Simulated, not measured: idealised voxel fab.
Process module name: voxel gate over fins
cross-section cut | 265 nm wide | cells 5 nm
When this document writes out a cross-section, it uses a grid of square cells and lists it as bands, beginning at the top and moving down, with a band standing for one or more rows of cells.
Read a band's entry like this: the first values are the height of its top and the height of its bottom in nm, and what follows is the sequence of materials from left to right, each with its width in nm. Note that "empty" is empty space, and that a single material marked "edge to edge" reaches across the band from edge to edge.
Heads up on the height convention: 0 is the point under which the incoming wafer is all one material, and the lowest band has no bottom, it just keeps going down, like "z 0 and below".
Top row gets the first number, bottom row gets the second, and each row in between changes by the same step: that is how a band width like "30 to 40" works.
Where a step carries "no modifications", the cross-section came out of it unchanged, cell for cell.
The list in "Closed void entries" covers empty spaces of 8 cells or more that cannot reach the top through any open way, and it gives each as width x height at distance; the distance is from the left edge, and width, height and distance are in nm.
Text after the settings on a step's line: the simulator's own remark on that step.
The optional step-line setting "overlay nm" applies to steps with a mask and quantifies how far to the right of its planned location the mask lay, a negative value indicating leftward placement.
-- Intended process steps
| 1 | RECEIVE, material Si |
| 2 | CONFORMAL_DEP, material SiN, thk nm 5 |
| 3 | MASKED_ETCH, tone cover, mask id FINS, width nm 15, pitch nm 60, etch materials SiN, depth nm 5, overlay nm 0 |
| 4 | MASKED_ETCH, tone cover, mask id FINS, width nm 15, pitch nm 60, etch materials Si, depth nm 30, overlay nm 0 |
| 5 | OXIDIZE, depth nm 5 |
| 6 | FILL_DEP, material SiO2, thk nm 5 |
| 7 | CMP, height nm 5 |
| 8 | PATTERN, tone open, mask id RAIL, material resist, width nm 15, thk nm 15, overlay nm 0 |
| 9 | DIRECTIONAL_ETCH, etch materials SiO2, depth nm 30 |
| 10 | STRIP, etch materials resist |
| 11 | CONFORMAL_DEP, material TiN, thk nm 5 |
| 12 | FILL_DEP, material W, thk nm 5 |
| 13 | CMP, height nm 5 |
| 14 | SELECTIVE_ETCH, etch materials W Ru TiN, depth nm 25 |
| 15 | FILL_DEP, material SiO2, thk nm 5 |
| 16 | CMP, height nm 5 |
| 17 | SELECTIVE_ETCH, etch materials SiO2, depth nm 15 |
| 18 | STRIP, etch materials SiN |
| 19 | CONFORMAL_DEP, material HfO2, thk nm 5 |
| 20 | CONFORMAL_DEP, material TiN, thk nm 5 |
| 21 | CONFORMAL_DEP, material TiAl, thk nm 5 |
| 22 | CONFORMAL_DEP, material TiN, thk nm 5 |
| 23 | FILL_DEP, material W, thk nm 10 |
| 24 | CMP, height nm 25 |
| 25 | CONFORMAL_DEP, material SiN, thk nm 5 |
-- Step 1 complete: cross-section of the wafer as received
- z 0 and below | Si edge to edge
- Closed void entries: none
-- Here's the cross-section of the first of our two wafers at the end of the module - it ran as planned
- z 30 to 25 | SiN edge to edge
- z 25 to 20 | W edge to edge
- z 20 to 15 | W 80 nm / TiN 45 nm / W 15 nm / TiN 45 nm / W 80 nm
- z 15 to 10 | W 80 nm / TiN 5 nm / TiAl 35 nm / TiN 5 nm / W 15 nm / TiN 5 nm / TiAl 35 nm / TiN 5 nm / W 80 nm
- z 10 to 5 | TiN 85 nm / TiAl 5 nm / TiN 25 nm / TiAl 5 nm / TiN 25 nm / TiAl 5 nm / TiN 25 nm / TiAl 5 nm / TiN 85 nm
- z 5 to 0 | TiAl 90 nm / TiN 5 nm / HfO2 15 nm / TiN 5 nm / TiAl 35 nm / TiN 5 nm / HfO2 15 nm / TiN 5 nm / TiAl 90 nm
- z 0 to -5 | TiN 95 nm / HfO2 5 nm / Si 5 nm / HfO2 5 nm / TiN 45 nm / HfO2 5 nm / Si 5 nm / HfO2 5 nm / TiN 95 nm
- z -5 to -10 | HfO2 100 nm / Si 5 nm / HfO2 55 nm / Si 5 nm / HfO2 100 nm
- z -10 to -20 | SiO2 100 nm / Si 5 nm / SiO2 55 nm / Si 5 nm / SiO2 100 nm
- z -20 to -25 | SiO2 100 nm / Si 5 nm / SiO2 20 nm / TiN 15 nm / SiO2 20 nm / Si 5 nm / SiO2 100 nm
- z -25 to -35 | SiO2 100 nm / Si 5 nm / SiO2 55 nm / Si 5 nm / SiO2 100 nm
- z -35 and below | Si edge to edge
- Closed void entries: none
-- Second wafer of the two, sectioned at the end of the module. It began like the first and followed the same plan, but one mistake was made while running it
- z 30 to 25 | SiN edge to edge
- z 25 to 20 | W edge to edge
- z 20 to 15 | W 80 nm / TiN 45 nm / W 15 nm / TiN 45 nm / W 80 nm
- z 15 to 10 | W 80 nm / TiN 5 nm / TiAl 35 nm / TiN 5 nm / W 15 nm / TiN 5 nm / TiAl 35 nm / TiN 5 nm / W 80 nm
- z 10 to 5 | TiN 85 nm / TiAl 5 nm / TiN 25 nm / TiAl 5 nm / TiN 25 nm / TiAl 5 nm / TiN 25 nm / TiAl 5 nm / TiN 85 nm
- z 5 to 0 | TiAl 90 nm / TiN 5 nm / HfO2 15 nm / TiN 5 nm / TiAl 35 nm / TiN 5 nm / HfO2 15 nm / TiN 5 nm / TiAl 90 nm
- z 0 to -5 | TiN 95 nm / HfO2 5 nm / Si 5 nm / HfO2 5 nm / TiN 45 nm / HfO2 5 nm / Si 5 nm / HfO2 5 nm / TiN 95 nm
- z -5 to -10 | HfO2 100 nm / Si 5 nm / HfO2 55 nm / Si 5 nm / HfO2 100 nm
- z -10 to -20 | SiO2 100 nm / Si 5 nm / SiO2 55 nm / Si 5 nm / SiO2 100 nm
- z -20 to -25 | SiO2 100 nm / Si 5 nm / SiO2 15 nm / TiN 15 nm / SiO2 25 nm / Si 5 nm / SiO2 100 nm
- z -25 to -35 | SiO2 100 nm / Si 5 nm / SiO2 55 nm / Si 5 nm / SiO2 100 nm
- z -35 and below | Si edge to edge
- Closed void entries: none
Finding, execution versus plan: step 8 went in with a setting other than planned; the actual run was PATTERN, tone open, mask id RAIL, material resist, width nm 15, thk nm 15, overlay nm -5
Same inventory, different map: at the end, the second wafer holds as many cells of each material as the first, placed elsewhere.
